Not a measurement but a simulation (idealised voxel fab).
process module | voxel gate over fins
cross-section cut | 255 nm wide | cells 5 nm
A cross-section is a grid of square cells, given in bands from the top down. A band is one or more rows of cells.
Each band's line starts with the height of the band's top and of its bottom, in nm. Then come its materials from left to right, each with its width in nm. One material with "throughout" fills the band from edge to edge. "air" is empty space.
Height 0 is the level under which the wafer as received is all one material. The lowest band goes on downwards, as in "0 down".
A width such as "30 to 40" changes by the same amount from each row of cells to the next, from the band's top row to its bottom row.
"no change" after a step means that no cell of the cross-section changed.
closed voids: empty space of 8 cells or more with no open way to the top, each as width x height at its distance from the left edge, in nm
after a step's settings: what the simulator itself notes on the step
overlay nm, on a step with a mask: how far to the right of its planned place the mask lay; to the left if negative
plan
1 op RECEIVE | material Si
2 op CONFORMAL_DEP | material SiN | thk nm 5
3 op DIRECTIONAL_DEP | material aC | thk nm 15
4 op PATTERN | tone cover | mask id FINS | material resist | width nm 15 | pitch nm 50 | thk nm 30 | overlay nm 0
5 op DIRECTIONAL_ETCH | etch materials aC | depth nm 15
6 op STRIP | etch materials resist
7 op DIRECTIONAL_ETCH | etch materials SiN | depth nm 5
8 op DIRECTIONAL_ETCH | etch materials Si | depth nm 40
9 op STRIP | etch materials aC
10 op OXIDIZE | depth nm 5
11 op FILL_DEP | material SiO2 | thk nm 15
12 op CMP | height nm 5
13 op PATTERN | tone open | mask id RAIL | material resist | width nm 15 | thk nm 15 | overlay nm 0
14 op DIRECTIONAL_ETCH | etch materials SiO2 | depth nm 40
15 op STRIP | etch materials resist
16 op CONFORMAL_DEP | material TiN | thk nm 5
17 op FILL_DEP | material Ru | thk nm 10
18 op CMP | height nm 5
19 op SELECTIVE_ETCH | etch materials W Ru TiN | depth nm 25
20 op FILL_DEP | material SiO2 | thk nm 5
21 op CMP | height nm 5
22 op SELECTIVE_ETCH | etch materials SiO2 | depth nm 15
23 op STRIP | etch materials SiN
24 op CONFORMAL_DEP | material HfO2 | thk nm 5
25 op CONFORMAL_DEP | material TiN | thk nm 5
26 op CONFORMAL_DEP | material TiAl | thk nm 5
27 op CONFORMAL_DEP | material TiN | thk nm 5
28 op FILL_DEP | material W | thk nm 10
29 op CMP | height nm 25
30 op CONFORMAL_DEP | material SiN | thk nm 5
first wafer, as planned
as received, after step 1
  0 down: Si throughout
  closed voids: none
after step 2
  5 to 0: SiN throughout
  below 0: unchanged
after step 3
  20 to 5: aC throughout
  below 5: unchanged
after step 4
  50 to 20: air 70 | resist 15 | air 35 | resist 15 | air 35 | resist 15 | air 70
  below 20: unchanged
after step 5
  35 to 20: air 70 | resist 15 | air 35 | resist 15 | air 35 | resist 15 | air 70
  20 to 5: air 70 | aC 15 | air 35 | aC 15 | air 35 | aC 15 | air 70
  below 5: unchanged
after step 6
  20 to 5: air 70 | aC 15 | air 35 | aC 15 | air 35 | aC 15 | air 70
  below 5: unchanged
after step 7
  20 to 5: air 70 | aC 15 | air 35 | aC 15 | air 35 | aC 15 | air 70
  5 to 0: air 70 | SiN 15 | air 35 | SiN 15 | air 35 | SiN 15 | air 70
  below 0: unchanged
after step 8
  20 to 5: air 70 | aC 15 | air 35 | aC 15 | air 35 | aC 15 | air 70
  5 to 0: air 70 | SiN 15 | air 35 | SiN 15 | air 35 | SiN 15 | air 70
  0 to -40: air 70 | Si 15 | air 35 | Si 15 | air 35 | Si 15 | air 70
  below -40: unchanged
after step 9
  5 to 0: air 70 | SiN 15 | air 35 | SiN 15 | air 35 | SiN 15 | air 70
  below 0: unchanged
after step 10
  5 to 0: air 70 | SiN 15 | air 35 | SiN 15 | air 35 | SiN 15 | air 70
  0 to -40: air 70 | SiO2 5 | Si 5 | SiO2 5 | air 35 | SiO2 5 | Si 5 | SiO2 5 | air 35 | SiO2 5 | Si 5 | SiO2 5 | air 70
  -40 to -45: SiO2 75 | Si 5 | SiO2 45 | Si 5 | SiO2 45 | Si 5 | SiO2 75
  below -45: unchanged
after step 11
  20 to 5: SiO2 throughout
  5 to 0: SiO2 70 | SiN 15 | SiO2 35 | SiN 15 | SiO2 35 | SiN 15 | SiO2 70
  0 to -45: SiO2 75 | Si 5 | SiO2 45 | Si 5 | SiO2 45 | Si 5 | SiO2 75
  below -45: unchanged
after step 12
  5 to 0: SiO2 70 | SiN 15 | SiO2 35 | SiN 15 | SiO2 35 | SiN 15 | SiO2 70
  below 0: unchanged
after step 13
  20 to 5: resist 95 | air 15 | resist 145
  below 5: unchanged
after step 14
  20 to 5: resist 95 | air 15 | resist 145
  5 to 0: SiO2 70 | SiN 15 | SiO2 10 | air 15 | SiO2 10 | SiN 15 | SiO2 35 | SiN 15 | SiO2 70
  0 to -35: SiO2 75 | Si 5 | SiO2 15 | air 15 | SiO2 15 | Si 5 | SiO2 45 | Si 5 | SiO2 75
  below -35: unchanged
after step 15
  5 to 0: SiO2 70 | SiN 15 | SiO2 10 | air 15 | SiO2 10 | SiN 15 | SiO2 35 | SiN 15 | SiO2 70
  below 0: unchanged
after step 16
  10 to 5: TiN 100 | air 5 | TiN 150
  5 to 0: SiO2 70 | SiN 15 | SiO2 10 | TiN 5 | air 5 | TiN 5 | SiO2 10 | SiN 15 | SiO2 35 | SiN 15 | SiO2 70
  0 to -30: SiO2 75 | Si 5 | SiO2 15 | TiN 5 | air 5 | TiN 5 | SiO2 15 | Si 5 | SiO2 45 | Si 5 | SiO2 75
  -30 to -35: SiO2 75 | Si 5 | SiO2 15 | TiN 15 | SiO2 15 | Si 5 | SiO2 45 | Si 5 | SiO2 75
  below -35: unchanged
after step 17
  20 to 10: Ru throughout
  10 to 5: TiN 100 | Ru 5 | TiN 150
  5 to 0: SiO2 70 | SiN 15 | SiO2 10 | TiN 5 | Ru 5 | TiN 5 | SiO2 10 | SiN 15 | SiO2 35 | SiN 15 | SiO2 70
  0 to -30: SiO2 75 | Si 5 | SiO2 15 | TiN 5 | Ru 5 | TiN 5 | SiO2 15 | Si 5 | SiO2 45 | Si 5 | SiO2 75
  below -30: unchanged
after step 18
  5 to 0: SiO2 70 | SiN 15 | SiO2 10 | TiN 5 | Ru 5 | TiN 5 | SiO2 10 | SiN 15 | SiO2 35 | SiN 15 | SiO2 70
  below 0: unchanged
after step 19
  5 to 0: SiO2 70 | SiN 15 | SiO2 10 | air 15 | SiO2 10 | SiN 15 | SiO2 35 | SiN 15 | SiO2 70
  0 to -20: SiO2 75 | Si 5 | SiO2 15 | air 15 | SiO2 15 | Si 5 | SiO2 45 | Si 5 | SiO2 75
  below -20: unchanged
after step 20
  10 to 5: SiO2 throughout
  5 to 0: SiO2 70 | SiN 15 | SiO2 35 | SiN 15 | SiO2 35 | SiN 15 | SiO2 70
  0 to -20: SiO2 75 | Si 5 | SiO2 45 | Si 5 | SiO2 45 | Si 5 | SiO2 75
  below -20: unchanged
after step 21
  5 to 0: SiO2 70 | SiN 15 | SiO2 35 | SiN 15 | SiO2 35 | SiN 15 | SiO2 70
  below 0: unchanged
after step 22
  5 to 0: air 70 | SiN 15 | air 35 | SiN 15 | air 35 | SiN 15 | air 70
  0 to -10: air 75 | Si 5 | air 45 | Si 5 | air 45 | Si 5 | air 75
  below -10: unchanged
after step 23
  0 to -10: air 75 | Si 5 | air 45 | Si 5 | air 45 | Si 5 | air 75
  below -10: unchanged
after step 24
  5 to 0: air 70 | HfO2 15 | air 35 | HfO2 15 | air 35 | HfO2 15 | air 70
  0 to -5: air 70 | HfO2 5 | Si 5 | HfO2 5 | air 35 | HfO2 5 | Si 5 | HfO2 5 | air 35 | HfO2 5 | Si 5 | HfO2 5 | air 70
  -5 to -10: HfO2 75 | Si 5 | HfO2 45 | Si 5 | HfO2 45 | Si 5 | HfO2 75
  below -10: unchanged
after step 25
  10 to 5: air 65 | TiN 25 | air 25 | TiN 25 | air 25 | TiN 25 | air 65
  5 to 0: air 65 | TiN 5 | HfO2 15 | TiN 5 | air 25 | TiN 5 | HfO2 15 | TiN 5 | air 25 | TiN 5 | HfO2 15 | TiN 5 | air 65
  0 to -5: TiN 70 | HfO2 5 | Si 5 | HfO2 5 | TiN 35 | HfO2 5 | Si 5 | HfO2 5 | TiN 35 | HfO2 5 | Si 5 | HfO2 5 | TiN 70
  below -5: unchanged
after step 26
  15 to 10: air 60 | TiAl 35 | air 15 | TiAl 35 | air 15 | TiAl 35 | air 60
  10 to 5: air 60 | TiAl 5 | TiN 25 | TiAl 5 | air 15 | TiAl 5 | TiN 25 | TiAl 5 | air 15 | TiAl 5 | TiN 25 | TiAl 5 | air 60
  5 to 0: TiAl 65 | TiN 5 | HfO2 15 | TiN 5 | TiAl 25 | TiN 5 | HfO2 15 | TiN 5 | TiAl 25 | TiN 5 | HfO2 15 | TiN 5 | TiAl 65
  below 0: unchanged
after step 27
  20 to 15: air 55 | TiN 45 | air 5 | TiN 45 | air 5 | TiN 45 | air 55
  15 to 10: air 55 | TiN 5 | TiAl 35 | TiN 5 | air 5 | TiN 5 | TiAl 35 | TiN 5 | air 5 | TiN 5 | TiAl 35 | TiN 5 | air 55
  10 to 5: TiN 60 | TiAl 5 | TiN 25 | TiAl 5 | TiN 15 | TiAl 5 | TiN 25 | TiAl 5 | TiN 15 | TiAl 5 | TiN 25 | TiAl 5 | TiN 60
  below 5: unchanged
after step 28
  30 to 20: W throughout
  20 to 15: W 55 | TiN 45 | W 5 | TiN 45 | W 5 | TiN 45 | W 55
  15 to 10: W 55 | TiN 5 | TiAl 35 | TiN 5 | W 5 | TiN 5 | TiAl 35 | TiN 5 | W 5 | TiN 5 | TiAl 35 | TiN 5 | W 55
  below 10: unchanged
after step 29
  25 to 20: W throughout
  below 20: unchanged
after step 30
  30 to 25: SiN throughout
  below 25: unchanged
second wafer: like start, like plan, one mistake. Through step 3 it matches the first wafer
when step 4 should have ended
  50 to 20: air 75 | resist 15 | air 35 | resist 15 | air 35 | resist 15 | air 65
  below 20: unchanged
when step 5 should have ended
  35 to 20: air 75 | resist 15 | air 35 | resist 15 | air 35 | resist 15 | air 65
  20 to 5: air 75 | aC 15 | air 35 | aC 15 | air 35 | aC 15 | air 65
  below 5: unchanged
when step 6 should have ended
  20 to 5: air 75 | aC 15 | air 35 | aC 15 | air 35 | aC 15 | air 65
  below 5: unchanged
when step 7 should have ended
  20 to 5: air 75 | aC 15 | air 35 | aC 15 | air 35 | aC 15 | air 65
  5 to 0: air 75 | SiN 15 | air 35 | SiN 15 | air 35 | SiN 15 | air 65
  below 0: unchanged
when step 8 should have ended
  20 to 5: air 75 | aC 15 | air 35 | aC 15 | air 35 | aC 15 | air 65
  5 to 0: air 75 | SiN 15 | air 35 | SiN 15 | air 35 | SiN 15 | air 65
  0 to -40: air 75 | Si 15 | air 35 | Si 15 | air 35 | Si 15 | air 65
  below -40: unchanged
when step 9 should have ended
  5 to 0: air 75 | SiN 15 | air 35 | SiN 15 | air 35 | SiN 15 | air 65
  below 0: unchanged
when step 10 should have ended
  5 to 0: air 75 | SiN 15 | air 35 | SiN 15 | air 35 | SiN 15 | air 65
  0 to -40: air 75 | SiO2 5 | Si 5 | SiO2 5 | air 35 | SiO2 5 | Si 5 | SiO2 5 | air 35 | SiO2 5 | Si 5 | SiO2 5 | air 65
  -40 to -45: SiO2 80 | Si 5 | SiO2 45 | Si 5 | SiO2 45 | Si 5 | SiO2 70
  below -45: unchanged
when step 11 should have ended
  20 to 5: SiO2 throughout
  5 to 0: SiO2 75 | SiN 15 | SiO2 35 | SiN 15 | SiO2 35 | SiN 15 | SiO2 65
  0 to -45: SiO2 80 | Si 5 | SiO2 45 | Si 5 | SiO2 45 | Si 5 | SiO2 70
  below -45: unchanged
when step 12 should have ended
  5 to 0: SiO2 75 | SiN 15 | SiO2 35 | SiN 15 | SiO2 35 | SiN 15 | SiO2 65
  below 0: unchanged
when step 13 should have ended
  20 to 5: resist 95 | air 15 | resist 145
  below 5: unchanged
when step 14 should have ended
  20 to 5: resist 95 | air 15 | resist 145
  5 to 0: SiO2 75 | SiN 15 | SiO2 5 | air 15 | SiO2 15 | SiN 15 | SiO2 35 | SiN 15 | SiO2 65
  0 to -35: SiO2 80 | Si 5 | SiO2 10 | air 15 | SiO2 20 | Si 5 | SiO2 45 | Si 5 | SiO2 70
  below -35: unchanged
when step 15 should have ended
  5 to 0: SiO2 75 | SiN 15 | SiO2 5 | air 15 | SiO2 15 | SiN 15 | SiO2 35 | SiN 15 | SiO2 65
  below 0: unchanged
when step 16 should have ended
  10 to 5: TiN 100 | air 5 | TiN 150
  5 to 0: SiO2 75 | SiN 15 | SiO2 5 | TiN 5 | air 5 | TiN 5 | SiO2 15 | SiN 15 | SiO2 35 | SiN 15 | SiO2 65
  0 to -30: SiO2 80 | Si 5 | SiO2 10 | TiN 5 | air 5 | TiN 5 | SiO2 20 | Si 5 | SiO2 45 | Si 5 | SiO2 70
  -30 to -35: SiO2 80 | Si 5 | SiO2 10 | TiN 15 | SiO2 20 | Si 5 | SiO2 45 | Si 5 | SiO2 70
  below -35: unchanged
when step 17 should have ended
  20 to 10: Ru throughout
  10 to 5: TiN 100 | Ru 5 | TiN 150
  5 to 0: SiO2 75 | SiN 15 | SiO2 5 | TiN 5 | Ru 5 | TiN 5 | SiO2 15 | SiN 15 | SiO2 35 | SiN 15 | SiO2 65
  0 to -30: SiO2 80 | Si 5 | SiO2 10 | TiN 5 | Ru 5 | TiN 5 | SiO2 20 | Si 5 | SiO2 45 | Si 5 | SiO2 70
  below -30: unchanged
when step 18 should have ended
  5 to 0: SiO2 75 | SiN 15 | SiO2 5 | TiN 5 | Ru 5 | TiN 5 | SiO2 15 | SiN 15 | SiO2 35 | SiN 15 | SiO2 65
  below 0: unchanged
when step 19 should have ended
  5 to 0: SiO2 75 | SiN 15 | SiO2 5 | air 15 | SiO2 15 | SiN 15 | SiO2 35 | SiN 15 | SiO2 65
  0 to -20: SiO2 80 | Si 5 | SiO2 10 | air 15 | SiO2 20 | Si 5 | SiO2 45 | Si 5 | SiO2 70
  below -20: unchanged
when step 20 should have ended
  10 to 5: SiO2 throughout
  5 to 0: SiO2 75 | SiN 15 | SiO2 35 | SiN 15 | SiO2 35 | SiN 15 | SiO2 65
  0 to -20: SiO2 80 | Si 5 | SiO2 45 | Si 5 | SiO2 45 | Si 5 | SiO2 70
  below -20: unchanged
when step 21 should have ended
  5 to 0: SiO2 75 | SiN 15 | SiO2 35 | SiN 15 | SiO2 35 | SiN 15 | SiO2 65
  below 0: unchanged
when step 22 should have ended
  5 to 0: air 75 | SiN 15 | air 35 | SiN 15 | air 35 | SiN 15 | air 65
  0 to -10: air 80 | Si 5 | air 45 | Si 5 | air 45 | Si 5 | air 70
  below -10: unchanged
when step 23 should have ended
  0 to -10: air 80 | Si 5 | air 45 | Si 5 | air 45 | Si 5 | air 70
  below -10: unchanged
when step 24 should have ended
  5 to 0: air 75 | HfO2 15 | air 35 | HfO2 15 | air 35 | HfO2 15 | air 65
  0 to -5: air 75 | HfO2 5 | Si 5 | HfO2 5 | air 35 | HfO2 5 | Si 5 | HfO2 5 | air 35 | HfO2 5 | Si 5 | HfO2 5 | air 65
  -5 to -10: HfO2 80 | Si 5 | HfO2 45 | Si 5 | HfO2 45 | Si 5 | HfO2 70
  below -10: unchanged
when step 25 should have ended
  10 to 5: air 70 | TiN 25 | air 25 | TiN 25 | air 25 | TiN 25 | air 60
  5 to 0: air 70 | TiN 5 | HfO2 15 | TiN 5 | air 25 | TiN 5 | HfO2 15 | TiN 5 | air 25 | TiN 5 | HfO2 15 | TiN 5 | air 60
  0 to -5: TiN 75 | HfO2 5 | Si 5 | HfO2 5 | TiN 35 | HfO2 5 | Si 5 | HfO2 5 | TiN 35 | HfO2 5 | Si 5 | HfO2 5 | TiN 65
  below -5: unchanged
when step 26 should have ended
  15 to 10: air 65 | TiAl 35 | air 15 | TiAl 35 | air 15 | TiAl 35 | air 55
  10 to 5: air 65 | TiAl 5 | TiN 25 | TiAl 5 | air 15 | TiAl 5 | TiN 25 | TiAl 5 | air 15 | TiAl 5 | TiN 25 | TiAl 5 | air 55
  5 to 0: TiAl 70 | TiN 5 | HfO2 15 | TiN 5 | TiAl 25 | TiN 5 | HfO2 15 | TiN 5 | TiAl 25 | TiN 5 | HfO2 15 | TiN 5 | TiAl 60
  below 0: unchanged
when step 27 should have ended
  20 to 15: air 60 | TiN 45 | air 5 | TiN 45 | air 5 | TiN 45 | air 50
  15 to 10: air 60 | TiN 5 | TiAl 35 | TiN 5 | air 5 | TiN 5 | TiAl 35 | TiN 5 | air 5 | TiN 5 | TiAl 35 | TiN 5 | air 50
  10 to 5: TiN 65 | TiAl 5 | TiN 25 | TiAl 5 | TiN 15 | TiAl 5 | TiN 25 | TiAl 5 | TiN 15 | TiAl 5 | TiN 25 | TiAl 5 | TiN 55
  below 5: unchanged
when step 28 should have ended
  30 to 20: W throughout
  20 to 15: W 60 | TiN 45 | W 5 | TiN 45 | W 5 | TiN 45 | W 50
  15 to 10: W 60 | TiN 5 | TiAl 35 | TiN 5 | W 5 | TiN 5 | TiAl 35 | TiN 5 | W 5 | TiN 5 | TiAl 35 | TiN 5 | W 50
  below 10: unchanged
when step 29 should have ended
  25 to 20: W throughout
  below 20: unchanged
when step 30 should have ended
  30 to 25: SiN throughout
  below 25: unchanged
what went wrong: step 4 ran as: op PATTERN | tone cover | mask id FINS | material resist | width nm 15 | pitch nm 50 | thk nm 30 | overlay nm 5
at the end the second wafer has, in cells: as many of each material as the first, in other places
